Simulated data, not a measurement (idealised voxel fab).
voxel wiring stack: a process module
Section cut is 300 nm wide and gridded with 5 nm square cells.
Bands, listed from the top down, are how a cross-section gets written in this document; the cross-section itself is a grid of square cells, and a band is one or more rows of them.
For a band, the entry starts with two heights in nm, that of the top and then that of the bottom, and carries on with the band's materials in order from left to right, each alongside its width in nm; the word "throughout" beside a single material means it fills the band edge to edge, and "empty" means empty space.
Measure heights from 0. That's the level where, below it, the as-received wafer is all one material. The lowest band is bottomless and extends downward; write it as in "0 -> down".
It should be noted that a width expressed as "30->40" varies in equal increments from row to row of cells within the band, taking the value of the first number at the top row and that of the second number at the bottom row.
Take "no alterations made" at face value: in the step it is given for, the cross-section changed in none of its cells.
Listed in "Completely enclosed voids": every empty space of 8 or more cells without an open way to the top. Form: width x height at distance, the distance being from the left edge, all in nm.
Text after the settings on a step's line: the simulator's own remark on that step.
Steps that use a mask can have "overlay nm" on their line. It says how far the mask sat to the right of where it was meant to be. Negative means to the left.

# The process steps that were planned are listed below
- 1: RECEIVE | material Si
- 2: CONFORMAL_DEP | material SiO2 | thk nm 15
- 3: DIRECTIONAL_DEP | material TiN | thk nm 5
- 4: DIRECTIONAL_DEP | material W | thk nm 25
- 5: DIRECTIONAL_DEP | material aC | thk nm 15
- 6: PATTERN | tone cover | mask id METAL_1 | material resist | width nm 20 | pitch nm 35 | thk nm 30 | overlay nm 0
- 7: DIRECTIONAL_ETCH | etch materials aC | depth nm 15
- 8: STRIP | etch materials resist
- 9: DIRECTIONAL_ETCH | etch materials W | depth nm 25
- 10: DIRECTIONAL_ETCH | etch materials TiN | depth nm 5
- 11: STRIP | etch materials aC
- 12: FILL_DEP | material SiO2 | thk nm 10
- 13: CMP | height nm 45
- 14: CONFORMAL_DEP | material SiCN | thk nm 5
- 15: DIRECTIONAL_DEP | material lowk | thk nm 20
- 16: PATTERN | tone open | mask id PLUG_1 | material resist | width nm 15 | thk nm 20 | overlay nm -15
- 17: DIRECTIONAL_ETCH | etch materials lowk | depth nm 20
- 18: DIRECTIONAL_ETCH | etch materials SiCN | depth nm 5
- 19: STRIP | etch materials resist
- 20: EPI | material Ru | thk nm 10
- 21: EPI | material Ru | thk nm 10
- 22: EPI | material Ru | thk nm 5
- 23: DIRECTIONAL_DEP | material TiN | thk nm 5
- 24: DIRECTIONAL_DEP | material W | thk nm 25
- 25: DIRECTIONAL_DEP | material aC | thk nm 15
- 26: PATTERN | tone cover | mask id METAL_2 | material resist | width nm 20 | pitch nm 35 | thk nm 35 | overlay nm 0
- 27: DIRECTIONAL_ETCH | etch materials aC | depth nm 15
- 28: STRIP | etch materials resist
- 29: DIRECTIONAL_ETCH | etch materials W | depth nm 25
- 30: DIRECTIONAL_ETCH | etch materials TiN | depth nm 5
- 31: STRIP | etch materials aC
- 32: CONFORMAL_DEP | material SiN | thk nm 5
- 33: FILL_DEP | material SiO2 | thk nm 5
- 34: CMP | height nm 100
- 35: CONFORMAL_DEP | material SiCN | thk nm 5
- 36: DIRECTIONAL_DEP | material SiO2 | thk nm 20
- 37: PATTERN | tone open | mask id PLUG_2 | material resist | width nm 15 | thk nm 20 | overlay nm 0
- 38: DIRECTIONAL_ETCH | etch materials SiO2 | depth nm 20
- 39: DIRECTIONAL_ETCH | etch materials SiCN | depth nm 5
- 40: STRIP | etch materials resist
- 41: EPI | material Ru | thk nm 10
- 42: EPI | material Ru | thk nm 10
- 43: EPI | material Ru | thk nm 5
- 44: DIRECTIONAL_DEP | material TiN | thk nm 5
- 45: DIRECTIONAL_DEP | material Ru | thk nm 15
- 46: MASKED_ETCH | tone cover | mask id METAL_3 | width nm 20 | pitch nm 35 | etch materials Ru | depth nm 15 | overlay nm 0
- 47: MASKED_ETCH | tone cover | mask id METAL_3 | width nm 20 | pitch nm 35 | etch materials TiN | depth nm 5 | overlay nm 0
- 48: CONFORMAL_DEP | material SiCN | thk nm 5
- 49: FILL_DEP | material SiO2 | thk nm 5
- 50: CMP | height nm 145
- 51: CONFORMAL_DEP | material SiCN | thk nm 5
Every wafer here starts from the same state; it is the step 16 overlay nm that distinguishes them, and the value the plan gives belongs to the first wafer.

# As received, i.e. after step 1: cross-section through the first of several wafers
    0 -> down: Si throughout
    Completely enclosed voids: none

# Note: the following table is arranged by wafer, a row apiece. Each row reports the end-of-module state: per material, cells gained (+) or cells lost (-) compared with the wafer as received; closed voids follow
overlay nm -15; +39 Ru; +238 SiCN; +82 SiN; +1109 SiO2; +24 TiN; +80 W; +228 lowk; Completely enclosed voids: none
overlay nm -10; +54 Ru; +238 SiCN; +72 SiN; +1104 SiO2; +24 TiN; +80 W; +228 lowk; Completely enclosed voids: none
overlay nm -5; +54 Ru; +238 SiCN; +72 SiN; +1104 SiO2; +24 TiN; +80 W; +228 lowk; Completely enclosed voids: none
overlay nm 0; +54 Ru; +238 SiCN; +72 SiN; +1104 SiO2; +24 TiN; +80 W; +228 lowk; Completely enclosed voids: none
overlay nm 5; +54 Ru; +238 SiCN; +72 SiN; +1104 SiO2; +24 TiN; +80 W; +228 lowk; Completely enclosed voids: none
overlay nm 10; +54 Ru; +238 SiCN; +72 SiN; +1104 SiO2; +24 TiN; +80 W; +228 lowk; Completely enclosed voids: none
overlay nm 15; +54 Ru; +238 SiCN; +72 SiN; +1104 SiO2; +24 TiN; +80 W; +228 lowk; Completely enclosed voids: none
